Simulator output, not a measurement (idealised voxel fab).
Process module heading - voxel wiring stack
Cross-section cut: width 180 nm, square cells of 5 nm.
In this document a cross-section is written as a grid of square cells. It is given as a series of bands, listed from the top down, and a band is one or more rows of cells.
Basically the band line says how high the top is and how high the bottom is, in nm, and then what's in it from left to right, every material with its width in nm. Empty space shows up as "empty", and if a single material carries "all across" it runs the full band edge to edge.
Measure heights from 0. That's the level where, below it, the as-received wafer is all one material. The lowest band is bottomless and extends downward; write it as in "0 nm and below".
The notation "30->40" denotes a width that varies across the rows of cells in the band, beginning at the first number in the top row, finishing at the second number in the bottom row, and changing by an identical amount from each row to the next.
Key: "no change occurred" - step with no changed cell in the cross-section.
Under "Sealed internal voids" you'll find the enclosed gaps, the ones with no way out to the top, that are 8 cells or bigger; each reads width x height at distance, with distance counted from the left edge, everything in nm.
On a step's line, text after the settings is the simulator commenting on that step.
overlay nm: mask right of planned place by this much (step with mask). Neg. = left.
Process steps (planned):
| 1 | RECEIVE [material Si] |
| 2 | CONFORMAL_DEP [material SiO2] [thk nm 10] |
| 3 | DIRECTIONAL_DEP [material TiN] [thk nm 5] |
| 4 | DIRECTIONAL_DEP [material W] [thk nm 20] |
| 5 | MASKED_ETCH [tone cover] [mask id METAL_1] [width nm 25] [pitch nm 45] [etch materials W] [depth nm 20] [overlay nm 0] |
| 6 | MASKED_ETCH [tone cover] [mask id METAL_1] [width nm 25] [pitch nm 45] [etch materials TiN] [depth nm 5] [overlay nm 0] |
| 7 | FILL_DEP [material SiO2] [thk nm 5] |
| 8 | CMP [height nm 35] |
| 9 | CONFORMAL_DEP [material SiCN] [thk nm 5] |
| 10 | DIRECTIONAL_DEP [material lowk] [thk nm 25] |
| 11 | DIRECTIONAL_DEP [material aC] [thk nm 15] |
| 12 | PATTERN [tone open] [mask id METAL_2_HOLES] [material resist] [width nm 15] [pitch nm 45] [thk nm 30] [overlay nm 0] |
| 13 | DIRECTIONAL_ETCH [etch materials aC] [depth nm 15] |
| 14 | STRIP [etch materials resist] |
| 15 | DIRECTIONAL_ETCH [etch materials lowk] [depth nm 25] |
| 16 | STRIP [etch materials aC] |
| 17 | PATTERN [tone open] [mask id METAL_2] [material resist] [width nm 25] [pitch nm 45] [thk nm 15] [overlay nm 0] |
| 18 | DIRECTIONAL_ETCH [etch materials lowk] [depth nm 15] |
| 19 | DIRECTIONAL_ETCH [etch materials SiCN] [depth nm 5] |
| 20 | STRIP [etch materials resist] |
| 21 | CONFORMAL_DEP [material TiN] [thk nm 5] |
| 22 | FILL_DEP [material Cu] [thk nm 10] |
| 23 | CMP [height nm 65] |
| 24 | CONFORMAL_DEP [material SiCN] [thk nm 5] |
| 25 | DIRECTIONAL_DEP [material SiO2] [thk nm 25] |
| 26 | MASKED_ETCH [tone open] [mask id METAL_3_HOLES] [width nm 15] [pitch nm 45] [etch materials SiO2] [depth nm 25] [overlay nm 0] |
| 27 | DIRECTIONAL_DEP [material aC] [thk nm 15] |
| 28 | PATTERN [tone open] [mask id METAL_3] [material resist] [width nm 25] [pitch nm 45] [thk nm 30] [overlay nm 0] |
| 29 | DIRECTIONAL_ETCH [etch materials aC] [depth nm 15] |
| 30 | STRIP [etch materials resist] |
| 31 | DIRECTIONAL_ETCH [etch materials SiO2] [depth nm 15] |
| 32 | DIRECTIONAL_ETCH [etch materials SiCN] [depth nm 5] |
| 33 | STRIP [etch materials aC] |
| 34 | CONFORMAL_DEP [material TiN] [thk nm 5] |
| 35 | FILL_DEP [material Cu] [thk nm 5] |
| 36 | CMP [height nm 95] |
| 37 | CONFORMAL_DEP [material SiCN] [thk nm 5] |
Cross-section: wafer on arrival = after step 1:
	0 nm and below = Si all across
	Sealed internal voids: none
Figure: cross-sectional view of the wafer upon completion of the module, processed from the initial state and according to the plan depicted above, with one error introduced during execution:
	100 nm to 95 nm = SiCN all across
	95 nm to 85 nm = 55 nm SiO2  5 nm TiN  5 nm Cu  5 nm TiN  30 nm SiO2  5 nm TiN  5 nm Cu  5 nm TiN  65 nm SiO2
	85 nm to 80 nm = 55 nm SiO2  15 nm TiN  30 nm SiO2  15 nm TiN  65 nm SiO2
	80 nm to 70 nm = SiO2 all across
	70 nm to 65 nm = SiCN all across
	65 nm to 55 nm = 55 nm lowk  5 nm TiN  15 nm Cu  5 nm TiN  20 nm lowk  5 nm TiN  15 nm Cu  5 nm TiN  55 nm lowk
	55 nm to 50 nm = 55 nm lowk  5 nm TiN  5 nm Cu  15 nm TiN  20 nm lowk  5 nm TiN  5 nm Cu  15 nm TiN  55 nm lowk
	50 nm to 40 nm = 55 nm lowk  5 nm TiN  5 nm Cu  5 nm TiN  30 nm lowk  5 nm TiN  5 nm Cu  5 nm TiN  65 nm lowk
	40 nm to 35 nm = 55 nm SiCN  15 nm TiN  30 nm SiCN  15 nm TiN  65 nm SiCN
	35 nm to 15 nm = 55 nm SiO2  25 nm W  20 nm SiO2  25 nm W  55 nm SiO2
	15 nm to 10 nm = 55 nm SiO2  25 nm TiN  20 nm SiO2  25 nm TiN  55 nm SiO2
	10 nm to 0 nm = SiO2 all across
	0 nm and below = Si all across
	Sealed internal voids: none
Here's what went sideways: step 25 of the plan was twice carried out
